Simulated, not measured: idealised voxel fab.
voxel self aligned vias: a process module
Cross-sectional view cut (width: 170 nm; square cell size: 5 nm).
A cross-section is written here as square cells arranged in a grid, and it is given in bands from the top down, each band taking up one or more rows of cells. First you get the band's top height and its bottom height, in nm, and then the materials it's made of, left to right, with each width in nm. If you see a single material with "full width", that one covers the band edge to edge. "blank" is empty space. All heights in this document are referenced to 0, defined as the level beneath which the wafer, as received, consists entirely of one material. The lowest band is not bounded below; it extends indefinitely downward and is written in the form "from 0 down". Note: "30..40" means the width goes from the first number (top row of the band) to the second number (bottom row) in equal steps per row of cells. Key: "all unchanged" - step with no changed cell in the cross-section. Enclosed voids (no open way to top), threshold 8 cells or more, entry "Fully sealed voids", notation width x height at distance, distance from left edge, nm. What comes after the settings on a step's line is commentary from the simulator itself on that step. The "overlay nm" setting may appear on a step's line; for a step that uses a mask, it gives how far to the right of its planned position the mask lay, and a negative value indicates the left.

**Intended process steps**
| 1 | RECEIVE with material Si |
| 2 | CONFORMAL_DEP with material SiO2, thk nm 15 |
| 3 | CONFORMAL_DEP with material SiCN, thk nm 5 |
| 4 | DIRECTIONAL_DEP with material lowk, thk nm 20 |
| 5 | PATTERN with tone open, mask id LINES, material resist, width nm 20, pitch nm 55, thk nm 20, overlay nm 0 |
| 6 | DIRECTIONAL_ETCH with etch materials lowk, depth nm 20 |
| 7 | STRIP with etch materials resist |
| 8 | CONFORMAL_DEP with material TiN, thk nm 5 |
| 9 | FILL_DEP with material Ru, thk nm 5 |
| 10 | CMP with height nm 40 |
| 11 | SELECTIVE_ETCH with etch materials W Ru TiN, depth nm 10 |
| 12 | FILL_DEP with material SiN, thk nm 10 |
| 13 | CMP with height nm 40 |
| 14 | DIRECTIONAL_DEP with material lowk, thk nm 20 |
| 15 | MASKED_ETCH with tone open, mask id VIAS, width nm 30, pitch nm 110, etch materials lowk, depth nm 20, overlay nm 0 |
| 16 | MASKED_ETCH with tone open, mask id VIAS, width nm 30, pitch nm 110, etch materials SiN, depth nm 10, overlay nm 0 |
| 17 | CONFORMAL_DEP with material TiN, thk nm 5 |
| 18 | FILL_DEP with material Ru, thk nm 10 |
| 19 | CMP with height nm 60 |
| 20 | CONFORMAL_DEP with material SiN, thk nm 5 |

**Wafer at receipt (post step 1), cross-section**
	from 0 down | Si full width
	Fully sealed voids: none

**The cross-section shown corresponds to the wafer at the conclusion of the module. The initial structure and the process plan are those presented above; however, one mistake occurred in executing the plan**
	from 65 to 60 | SiN full width
	from 60 to 45 | lowk 15 nm / TiN 5 nm / Ru 20 nm / TiN 5 nm / lowk 80 nm / TiN 5 nm / Ru 20 nm / TiN 5 nm / lowk 15 nm
	from 45 to 40 | lowk 15 nm / TiN 10 nm / Ru 10 nm / TiN 10 nm / lowk 80 nm / TiN 10 nm / Ru 10 nm / TiN 10 nm / lowk 15 nm
	from 40 to 35 | lowk 20 nm / TiN 5 nm / Ru 10 nm / TiN 5 nm / lowk 35 nm / SiN 20 nm / lowk 35 nm / TiN 5 nm / Ru 10 nm / TiN 5 nm / lowk 20 nm
	from 35 to 30 | lowk 20 nm / TiN 20 nm / lowk 35 nm / SiN 20 nm / lowk 35 nm / TiN 20 nm / lowk 20 nm
	from 30 to 25 | lowk 20 nm / TiN 5 nm / Ru 10 nm / TiN 5 nm / lowk 35 nm / TiN 5 nm / Ru 10 nm / TiN 5 nm / lowk 35 nm / TiN 5 nm / Ru 10 nm / TiN 5 nm / lowk 20 nm
	from 25 to 20 | lowk 20 nm / TiN 20 nm / lowk 35 nm / TiN 20 nm / lowk 35 nm / TiN 20 nm / lowk 20 nm
	from 20 to 15 | SiCN full width
	from 15 to 0 | TiN full width
	from 0 down | Si full width
	Fully sealed voids: none
Heads up, the wafer didn't run the way we planned it: not per plan at step 2, really ran CONFORMAL_DEP with material TiN, thk nm 15
